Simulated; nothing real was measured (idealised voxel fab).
This is a process module. Its name is voxel wiring stack.
FYI the section here is cut, 155 nm wide, cells are 5 nm squares.
Cross-section spec: square-cell grid; bands listed top down; each band is one or more rows. Quick guide to a band line: top height, bottom height (nm) up front; then every material left to right with its width in nm. Only one material and it's marked "throughout"? Then it fills the band edge to edge. And "empty" just means empty space. Measure heights from 0. That's the level where, below it, the as-received wafer is all one material. The lowest band is bottomless and extends downward; write it as in "top 0, no bottom". Width spec "30->40" -> top row of cells at first value, bottom row at second value, equal per-row change in between. "nothing was modified" for a step: no cell of the cross-section changed in that step. In "Closed cavities" the enclosed voids are listed, meaning empty spaces of 8 cells or larger without any opening to the top. The form is width x height at distance, distance from the left edge, units nm. Read whatever lies past the settings on a step's line as the simulator's own remark about the step. "overlay nm" denotes, for a step that has a mask, the displacement of the mask to the right of its planned place, with negative values corresponding to the left.

INTENDED PROCESS STEPS
1,RECEIVE [material Si]
2,CONFORMAL_DEP [material SiO2] [thk nm 15]
3,DIRECTIONAL_DEP [material TiN] [thk nm 5]
4,DIRECTIONAL_DEP [material W] [thk nm 15]
5,MASKED_ETCH [tone cover] [mask id METAL_1] [width nm 20] [pitch nm 45] [etch materials W] [depth nm 15] [overlay nm 0]
6,MASKED_ETCH [tone cover] [mask id METAL_1] [width nm 20] [pitch nm 45] [etch materials TiN] [depth nm 5] [overlay nm 0]
7,CONFORMAL_DEP [material SiN] [thk nm 5]
8,FILL_DEP [material lowk] [thk nm 5]
9,CMP [height nm 35]
10,CONFORMAL_DEP [material SiCN] [thk nm 5]
11,DIRECTIONAL_DEP [material lowk] [thk nm 15]
12,PATTERN [tone open] [mask id PLUG_1] [material resist] [width nm 15] [pitch nm 90] [thk nm 15] [overlay nm 0]
13,DIRECTIONAL_ETCH [etch materials lowk] [depth nm 15]
14,DIRECTIONAL_ETCH [etch materials SiCN] [depth nm 5]
15,STRIP [etch materials resist]
16,CONFORMAL_DEP [material TiN] [thk nm 5]
17,FILL_DEP [material W] [thk nm 10]
18,CMP [height nm 55]
19,CONFORMAL_DEP [material SiN] [thk nm 5]
20,DIRECTIONAL_DEP [material SiO2] [thk nm 25]
21,DIRECTIONAL_DEP [material aC] [thk nm 15]
22,PATTERN [tone open] [mask id METAL_2] [material resist] [width nm 20] [pitch nm 45] [thk nm 30] [overlay nm 0]
23,DIRECTIONAL_ETCH [etch materials aC] [depth nm 15]
24,STRIP [etch materials resist]
25,DIRECTIONAL_ETCH [etch materials SiO2] [depth nm 25]
26,DIRECTIONAL_ETCH [etch materials SiN] [depth nm 5]
27,STRIP [etch materials aC]
28,CONFORMAL_DEP [material TiN] [thk nm 5]
29,FILL_DEP [material W] [thk nm 10]
30,CMP [height nm 85]
31,CONFORMAL_DEP [material SiCN] [thk nm 5]
32,DIRECTIONAL_DEP [material SiO2] [thk nm 20]
33,DIRECTIONAL_DEP [material aC] [thk nm 10]
34,PATTERN [tone open] [mask id PLUG_2] [material resist] [width nm 15] [pitch nm 90] [thk nm 30] [overlay nm 0]
35,DIRECTIONAL_ETCH [etch materials aC] [depth nm 10]
36,STRIP [etch materials resist]
37,DIRECTIONAL_ETCH [etch materials SiO2] [depth nm 20]
38,DIRECTIONAL_ETCH [etch materials SiCN] [depth nm 5]
39,STRIP [etch materials aC]
40,EPI [material Ru] [thk nm 10]
41,EPI [material Ru] [thk nm 10]
42,EPI [material Ru] [thk nm 5]
43,CONFORMAL_DEP [material SiN] [thk nm 5]
44,DIRECTIONAL_DEP [material lowk] [thk nm 25]
45,MASKED_ETCH [tone open] [mask id METAL_3] [width nm 20] [pitch nm 45] [etch materials lowk] [depth nm 25] [overlay nm 0]
46,MASKED_ETCH [tone open] [mask id METAL_3] [width nm 20] [pitch nm 45] [etch materials SiN] [depth nm 5] [overlay nm 0]
47,CONFORMAL_DEP [material TiN] [thk nm 5]
48,FILL_DEP [material Cu] [thk nm 10]
49,CMP [height nm 140]
50,CONFORMAL_DEP [material SiCN] [thk nm 5]
51,DIRECTIONAL_DEP [material lowk] [thk nm 10]
52,DIRECTIONAL_DEP [material aC] [thk nm 10]
53,PATTERN [tone open] [mask id PLUG_3] [material resist] [width nm 15] [pitch nm 45] [thk nm 25] [overlay nm 0]
54,DIRECTIONAL_ETCH [etch materials aC] [depth nm 10]
55,STRIP [etch materials resist]
56,DIRECTIONAL_ETCH [etch materials lowk] [depth nm 10]
57,DIRECTIONAL_ETCH [etch materials SiCN] [depth nm 5]
58,STRIP [etch materials aC]
59,CONFORMAL_DEP [material TiN] [thk nm 5]
60,FILL_DEP [material W] [thk nm 5]
61,CMP [height nm 155]
62,DIRECTIONAL_DEP [material TiN] [thk nm 5]
63,DIRECTIONAL_DEP [material W] [thk nm 15]
64,PATTERN [tone cover] [mask id METAL_4] [material resist] [width nm 20] [pitch nm 45] [thk nm 20] [overlay nm 0]
65,DIRECTIONAL_ETCH [etch materials W] [depth nm 15]
66,DIRECTIONAL_ETCH [etch materials TiN] [depth nm 5]
67,STRIP [etch materials resist]
68,CONFORMAL_DEP [material SiCN] [thk nm 5]
69,FILL_DEP [material lowk] [thk nm 5]
70,CMP [height nm 175]
71,CONFORMAL_DEP [material SiCN] [thk nm 5]

WAFER CROSS-SECTION ON RECEIPT, I.E. AFTER STEP 1
top 0, no bottom = Si throughout
Closed cavities: none

LOOKING AT THE FIRST OF TWO WAFERS IN CROSS-SECTION AT END OF MODULE - RAN TO PLAN
top 180, bottom 175 = SiCN throughout
top 175, bottom 160 = lowk 15 nm | SiCN 5 nm | W 20 nm | SiCN 5 nm | lowk 15 nm | SiCN 5 nm | W 20 nm | SiCN 5 nm | lowk 15 nm | SiCN 5 nm | W 20 nm | SiCN 5 nm | lowk 20 nm
top 160, bottom 155 = SiCN 20 nm | TiN 20 nm | SiCN 25 nm | TiN 20 nm | SiCN 25 nm | TiN 20 nm | SiCN 25 nm
top 155, bottom 145 = lowk 20 nm | TiN 5 nm | W 5 nm | TiN 5 nm | lowk 30 nm | TiN 5 nm | W 5 nm | TiN 5 nm | lowk 30 nm | TiN 5 nm | W 5 nm | TiN 5 nm | lowk 30 nm
top 145, bottom 140 = SiCN 20 nm | TiN 15 nm | SiCN 30 nm | TiN 15 nm | SiCN 30 nm | TiN 15 nm | SiCN 30 nm
top 140, bottom 115 = lowk 20 nm | TiN 5 nm | Cu 10 nm | TiN 5 nm | lowk 25 nm | TiN 5 nm | Cu 10 nm | TiN 5 nm | lowk 25 nm | TiN 5 nm | Cu 10 nm | TiN 5 nm | lowk 25 nm
top 115, bottom 110 = SiN 20 nm | TiN 20 nm | SiN 25 nm | TiN 20 nm | SiN 25 nm | TiN 20 nm | SiN 25 nm
top 110, bottom 90 = SiO2 20 nm | Ru 15 nm | SiO2 75 nm | Ru 15 nm | SiO2 30 nm
top 90, bottom 85 = SiCN 20 nm | Ru 15 nm | SiCN 75 nm | Ru 15 nm | SiCN 30 nm
top 85, bottom 60 = SiO2 20 nm | TiN 5 nm | W 10 nm | TiN 5 nm | SiO2 25 nm | TiN 5 nm | W 10 nm | TiN 5 nm | SiO2 25 nm | TiN 5 nm | W 10 nm | TiN 5 nm | SiO2 25 nm
top 60, bottom 55 = SiN 20 nm | TiN 20 nm | SiN 25 nm | TiN 20 nm | SiN 25 nm | TiN 20 nm | SiN 25 nm
top 55, bottom 40 = lowk 20 nm | TiN 5 nm | W 5 nm | TiN 5 nm | lowk 75 nm | TiN 5 nm | W 5 nm | TiN 5 nm | lowk 30 nm
top 40, bottom 35 = SiCN 20 nm | TiN 15 nm | SiCN 75 nm | TiN 15 nm | SiCN 30 nm
top 35, bottom 20 = lowk 15 nm | SiN 5 nm | W 20 nm | SiN 5 nm | lowk 15 nm | SiN 5 nm | W 20 nm | SiN 5 nm | lowk 15 nm | SiN 5 nm | W 20 nm | SiN 5 nm | lowk 20 nm
top 20, bottom 15 = SiN 20 nm | TiN 20 nm | SiN 25 nm | TiN 20 nm | SiN 25 nm | TiN 20 nm | SiN 25 nm
top 15, bottom 0 = SiO2 throughout
top 0, no bottom = Si throughout
Closed cavities: none

THE SECOND WAFER, SHOWN IN CROSS-SECTION AFTER THE MODULE: STARTED THE SAME WAY AS THE FIRST AND GIVEN THE SAME PLAN, YET ONE MISTAKE CREPT INTO HOW IT WAS RUN
top 180, bottom 175 = SiCN throughout
top 175, bottom 160 = lowk 15 nm | SiCN 5 nm | W 20 nm | SiCN 5 nm | lowk 15 nm | SiCN 5 nm | W 20 nm | SiCN 5 nm | lowk 15 nm | SiCN 5 nm | W 20 nm | SiCN 5 nm | lowk 20 nm
top 160, bottom 155 = SiCN 20 nm | TiN 20 nm | SiCN 25 nm | TiN 20 nm | SiCN 25 nm | TiN 20 nm | SiCN 25 nm
top 155, bottom 145 = lowk 20 nm | TiN 5 nm | W 5 nm | TiN 5 nm | lowk 30 nm | TiN 5 nm | W 5 nm | TiN 5 nm | lowk 30 nm | TiN 5 nm | W 5 nm | TiN 5 nm | lowk 30 nm
top 145, bottom 140 = SiCN 20 nm | TiN 15 nm | SiCN 30 nm | TiN 15 nm | SiCN 30 nm | TiN 15 nm | SiCN 30 nm
top 140, bottom 115 = lowk 20 nm | TiN 5 nm | Cu 10 nm | TiN 5 nm | lowk 25 nm | TiN 5 nm | Cu 10 nm | TiN 5 nm | lowk 25 nm | TiN 5 nm | Cu 10 nm | TiN 5 nm | lowk 25 nm
top 115, bottom 110 = SiN 20 nm | TiN 20 nm | SiN 25 nm | TiN 20 nm | SiN 25 nm | TiN 20 nm | SiN 25 nm
top 110, bottom 90 = SiO2 20 nm | SiN 5 nm | TiN 5 nm | SiN 5 nm | SiO2 75 nm | SiN 5 nm | TiN 5 nm | SiN 5 nm | SiO2 30 nm
top 90, bottom 85 = SiCN 20 nm | SiN 5 nm | TiN 5 nm | SiN 5 nm | SiCN 75 nm | SiN 5 nm | TiN 5 nm | SiN 5 nm | SiCN 30 nm
top 85, bottom 60 = W 15 nm | TiN 5 nm | SiO2 20 nm | TiN 5 nm | W 15 nm | TiN 5 nm | SiO2 20 nm | TiN 5 nm | W 15 nm | TiN 5 nm | SiO2 20 nm | TiN 5 nm | W 20 nm
top 60, bottom 55 = TiN 20 nm | SiN 20 nm | TiN 25 nm | SiN 20 nm | TiN 25 nm | SiN 20 nm | TiN 25 nm
top 55, bottom 40 = lowk 20 nm | TiN 5 nm | W 5 nm | TiN 5 nm | lowk 75 nm | TiN 5 nm | W 5 nm | TiN 5 nm | lowk 30 nm
top 40, bottom 35 = SiCN 20 nm | TiN 15 nm | SiCN 75 nm | TiN 15 nm | SiCN 30 nm
top 35, bottom 20 = lowk 15 nm | SiN 5 nm | W 20 nm | SiN 5 nm | lowk 15 nm | SiN 5 nm | W 20 nm | SiN 5 nm | lowk 15 nm | SiN 5 nm | W 20 nm | SiN 5 nm | lowk 20 nm
top 20, bottom 15 = SiN 20 nm | TiN 20 nm | SiN 25 nm | TiN 20 nm | SiN 25 nm | TiN 20 nm | SiN 25 nm
top 15, bottom 0 = SiO2 throughout
top 0, no bottom = Si throughout
Closed cavities: none
Error vs. plan: in deviation from the planned setting, step 22 was conducted as PATTERN [tone cover] [mask id METAL_2] [material resist] [width nm 20] [pitch nm 45] [thk nm 30] [overlay nm 0]
Final comparison by cell count, materials where the second wafer has more or fewer than the first: Ru -30, SiN +13, SiO2 -35, TiN +17, W +35
